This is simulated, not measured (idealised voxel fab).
process module | voxel trench capacitor
cross-section cut | 205 nm wide | cells 5 nm
A cross-section is a grid of square cells, given in bands from the top down. A band is one or more rows of cells.
Each band's line starts with the height of the band's top and of its bottom, in nm. Then come its materials from left to right, each with its width in nm. One material with "throughout" fills the band from edge to edge. "air" is empty space.
Height 0 is the level under which the wafer as received is all one material. The lowest band goes on downwards, as in "0 down".
A width such as "30 to 40" changes by the same amount from each row of cells to the next, from the band's top row to its bottom row.
"no change" after a step means that no cell of the cross-section changed.
closed voids: empty space of 8 cells or more with no open way to the top, each as width x height at its distance from the left edge, in nm
after a step's settings: what the simulator itself notes on the step
overlay nm, on a step with a mask: how far to the right of its planned place the mask lay; to the left if negative
plan
1 op RECEIVE | material Si
2 op CONFORMAL_DEP | material SiN | thk nm 10
3 op DIRECTIONAL_DEP | material aC | thk nm 15
4 op PATTERN | tone open | mask id TRENCH | material resist | width nm 25 | pitch nm 45 | thk nm 35 | overlay nm 0
5 op DIRECTIONAL_ETCH | etch materials aC | depth nm 15
6 op STRIP | etch materials resist
7 op DIRECTIONAL_ETCH | etch materials SiN | depth nm 10
8 op DIRECTIONAL_ETCH | etch materials Si | depth nm 40
9 op STRIP | etch materials aC
10 op CONFORMAL_DEP | material HfO2 | thk nm 5
11 op CONFORMAL_DEP | material TiN | thk nm 5
12 op FILL_DEP | material W | thk nm 5
13 op CMP | height nm 10
as received, after step 1
  0 down: Si throughout
  closed voids: none
first wafer at the end, as planned
  10 to 0: SiN 65 | HfO2 5 | TiN 5 | W 5 | TiN 5 | HfO2 5 | SiN 20 | HfO2 5 | TiN 5 | W 5 | TiN 5 | HfO2 5 | SiN 70
  0 to -30: Si 65 | HfO2 5 | TiN 5 | W 5 | TiN 5 | HfO2 5 | Si 20 | HfO2 5 | TiN 5 | W 5 | TiN 5 | HfO2 5 | Si 70
  -30 to -35: Si 65 | HfO2 5 | TiN 15 | HfO2 5 | Si 20 | HfO2 5 | TiN 15 | HfO2 5 | Si 70
  -35 to -40: Si 65 | HfO2 25 | Si 20 | HfO2 25 | Si 70
  -40 down: Si throughout
  closed voids: none
second wafer at the end: like start, like plan, one mistake
  10 to 0: SiN 70 | HfO2 5 | TiN 5 | W 5 | TiN 5 | HfO2 5 | SiN 20 | HfO2 5 | TiN 5 | W 5 | TiN 5 | HfO2 5 | SiN 65
  0 to -30: Si 70 | HfO2 5 | TiN 5 | W 5 | TiN 5 | HfO2 5 | Si 20 | HfO2 5 | TiN 5 | W 5 | TiN 5 | HfO2 5 | Si 65
  -30 to -35: Si 70 | HfO2 5 | TiN 15 | HfO2 5 | Si 20 | HfO2 5 | TiN 15 | HfO2 5 | Si 65
  -35 to -40: Si 70 | HfO2 25 | Si 20 | HfO2 25 | Si 65
  -40 down: Si throughout
  closed voids: none
what went wrong: step 4 ran as: op PATTERN | tone open | mask id TRENCH | material resist | width nm 25 | pitch nm 45 | thk nm 35 | overlay nm 5
at the end the second wafer has, in cells: as many of each material as the first, in other places
